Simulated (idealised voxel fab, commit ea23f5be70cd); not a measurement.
Herein follows the process module entitled voxel transistor to metal.
The cross-section shown here is cut; it is 150 nm wide and divided into square cells measuring 5 nm on a side.
We lay out every cross-section as a grid of square cells and spell it out in bands from the top down, where one band means one or more rows of cells. Each band's line starts with the height of the band's top and of its bottom, in nm. Then come its materials from left to right, each with its width in nm. One material with "edge to edge" fills the band from edge to edge. "empty" is empty space. Counting heights begins at 0, where everything beneath is, in the wafer as received, one material. The lowest band has no bottom; it goes on downwards, as "0 -> down" shows. A two-number width, for instance "30->40", indicates that the width is equal to the first number in the top row of the band and to the second number in the bottom row, and that it changes by a constant amount per row of cells. The cross-section has no changed cell in any step marked "nothing changed". Enclosed voids (no open way to top), threshold 8 cells or more, entry "Sealed-off cavities", notation width x height at distance, distance from left edge, nm. Step line, after settings: the simulator's comment on this step. A step's line can hold "overlay nm"; with a mask on that step, the setting says how far right of the planned place the mask lay, while a negative setting says it lay to the left.
-- Process steps (planned)
step 1: RECEIVE | material Si
step 2: CONFORMAL_DEP | material SiO2 | thk nm 5
step 3: CONFORMAL_DEP | material SiN | thk nm 10
step 4: DIRECTIONAL_DEP | material aC | thk nm 15
step 5: PATTERN | tone cover | mask id ACTIVE | material resist | width nm 115 | thk nm 35 | overlay nm 0
step 6: DIRECTIONAL_ETCH | etch materials aC | depth nm 15
step 7: STRIP | etch materials resist
step 8: DIRECTIONAL_ETCH | etch materials SiN | depth nm 10
step 9: DIRECTIONAL_ETCH | etch materials SiO2 | depth nm 5
step 10: DIRECTIONAL_ETCH | etch materials Si | depth nm 35
step 11: STRIP | etch materials aC
step 12: FILL_DEP | material SiO2 | thk nm 10
step 13: CMP | height nm 15
step 14: SELECTIVE_ETCH | etch materials SiO2 | depth nm 5
step 15: STRIP | etch materials SiN
step 16: SELECTIVE_ETCH | etch materials SiO2 | depth nm 5
step 17: OXIDIZE | depth nm 5
step 18: DIRECTIONAL_DEP | material polySi | thk nm 30
step 19: DIRECTIONAL_DEP | material SiCN | thk nm 15
step 20: DIRECTIONAL_DEP | material aC | thk nm 15
step 21: PATTERN | tone cover | mask id GATE | material resist | width nm 35 | thk nm 35 | overlay nm 0
step 22: DIRECTIONAL_ETCH | etch materials aC | depth nm 15
step 23: STRIP | etch materials resist
step 24: DIRECTIONAL_ETCH | etch materials SiCN | depth nm 25
step 25: DIRECTIONAL_ETCH | etch materials polySi | depth nm 40
step 26: STRIP | etch materials aC
step 27: CONFORMAL_DEP | material SiN | thk nm 10
step 28: DIRECTIONAL_ETCH | etch materials SiN | depth nm 10
step 29: DIRECTIONAL_ETCH | etch materials SiO2 | depth nm 5
step 30: DIRECTIONAL_ETCH | etch materials Si | depth nm 15
step 31: EPI | material pSi | thk nm 15
step 32: FILL_DEP | material SiO2 | thk nm 5
step 33: CMP | height nm 30
step 34: STRIP | etch materials polySi
step 35: SELECTIVE_ETCH | etch materials SiO2 | depth nm 5
step 36: CONFORMAL_DEP | material HfO2 | thk nm 5
step 37: CONFORMAL_DEP | material TiN | thk nm 5
step 38: FILL_DEP | material W | thk nm 5
step 39: CMP | height nm 25
step 40: DIRECTIONAL_DEP | material SiO2 | thk nm 10
step 41: DIRECTIONAL_DEP | material aC | thk nm 15
step 42: PATTERN | tone open | mask id CONTACT | material resist | width nm 15 | pitch nm 90 | thk nm 35 | overlay nm 0
step 43: DIRECTIONAL_ETCH | etch materials aC | depth nm 15
step 44: STRIP | etch materials resist
step 45: DIRECTIONAL_ETCH | etch materials SiO2 | depth nm 25
step 46: STRIP | etch materials aC
step 47: CONFORMAL_DEP | material TiN | thk nm 5
step 48: FILL_DEP | material Ru | thk nm 10
step 49: CMP | height nm 35
step 50: DIRECTIONAL_DEP | material TiN | thk nm 5
step 51: DIRECTIONAL_DEP | material W | thk nm 20
step 52: PATTERN | tone cover | mask id METAL_1 | material resist | width nm 15 | pitch nm 90 | thk nm 20 | overlay nm 0
step 53: DIRECTIONAL_ETCH | etch materials W | depth nm 20
step 54: DIRECTIONAL_ETCH | etch materials TiN | depth nm 5
step 55: STRIP | etch materials resist
step 56: CONFORMAL_DEP | material SiN | thk nm 5
step 57: FILL_DEP | material lowk | thk nm 10
step 58: CMP | height nm 60
step 59: CONFORMAL_DEP | material SiCN | thk nm 5
step 60: DIRECTIONAL_DEP | material lowk | thk nm 25
step 61: MASKED_ETCH | tone open | mask id METAL_2 | width nm 15 | pitch nm 90 | etch materials lowk | depth nm 15 | overlay nm 0
step 62: MASKED_ETCH | tone open | mask id METAL_2_HOLES | width nm 15 | pitch nm 90 | etch materials lowk | depth nm 10 | overlay nm 0
step 63: MASKED_ETCH | tone open | mask id METAL_2_HOLES | width nm 15 | pitch nm 90 | etch materials SiCN | depth nm 5 | overlay nm 0
step 64: CONFORMAL_DEP | material TiN | thk nm 5
step 65: FILL_DEP | material Ru | thk nm 5
step 66: CMP | height nm 90
step 67: CONFORMAL_DEP | material SiCN | thk nm 5
-- Shown in cross-section is the wafer as received, that is, as it stands after step 1
> 0 -> down | Si edge to edge
> Sealed-off cavities: none
-- Wafer cross-section at end of module: start and plan as shown above, one execution error
> 95 -> 90 | SiCN edge to edge
> 90 -> 65 | 20 nm lowk / 5 nm TiN / 5 nm Ru / 5 nm TiN / 75 nm lowk / 5 nm TiN / 5 nm Ru / 5 nm TiN / 25 nm lowk
> 65 -> 60 | 20 nm SiCN / 15 nm TiN / 75 nm SiCN / 15 nm TiN / 25 nm SiCN
> 60 -> 40 | HfO2 edge to edge
> 40 -> 35 | TiN edge to edge
> 35 -> 25 | 20 nm SiO2 / 5 nm TiN / 5 nm Ru / 5 nm TiN / 75 nm SiO2 / 5 nm TiN / 5 nm Ru / 5 nm TiN / 25 nm SiO2
> 25 -> 15 | 20 nm SiO2 / 5 nm TiN / 5 nm Ru / 5 nm TiN / 10 nm SiO2 / 10 nm SiN / 5 nm HfO2 / 5 nm TiN / 15 nm W / 5 nm TiN / 5 nm HfO2 / 10 nm SiN / 10 nm SiO2 / 5 nm TiN / 5 nm Ru / 5 nm TiN / 25 nm SiO2
> 15 -> 10 | 20 nm SiO2 / 15 nm TiN / 10 nm SiO2 / 10 nm SiN / 5 nm HfO2 / 5 nm TiN / 15 nm W / 5 nm TiN / 5 nm HfO2 / 10 nm SiN / 10 nm SiO2 / 15 nm TiN / 25 nm SiO2
> 10 -> 5 | 15 nm SiO2 / 30 nm pSi / 10 nm SiN / 5 nm HfO2 / 5 nm TiN / 15 nm W / 5 nm TiN / 5 nm HfO2 / 10 nm SiN / 30 nm pSi / 20 nm SiO2
> 5 -> 0 | 10 nm SiO2 / 10 nm SiN / 25 nm pSi / 10 nm SiN / 5 nm HfO2 / 25 nm TiN / 5 nm HfO2 / 10 nm SiN / 25 nm pSi / 10 nm SiN / 15 nm SiO2
> 0 -> -5 | 20 nm SiO2 / 25 nm pSi / 5 nm SiO2 / 45 nm HfO2 / 5 nm SiO2 / 25 nm pSi / 25 nm SiO2
> -5 -> -20 | 15 nm SiO2 / 5 nm Si / 25 nm pSi / 55 nm Si / 25 nm pSi / 5 nm Si / 20 nm SiO2
> -20 -> -35 | 15 nm SiO2 / 115 nm Si / 20 nm SiO2
> -35 -> down | Si edge to edge
> Sealed-off cavities: none
Heads up, the wafer didn't run the way we planned it: not per plan at step 51, really ran DIRECTIONAL_DEP | material HfO2 | thk nm 20
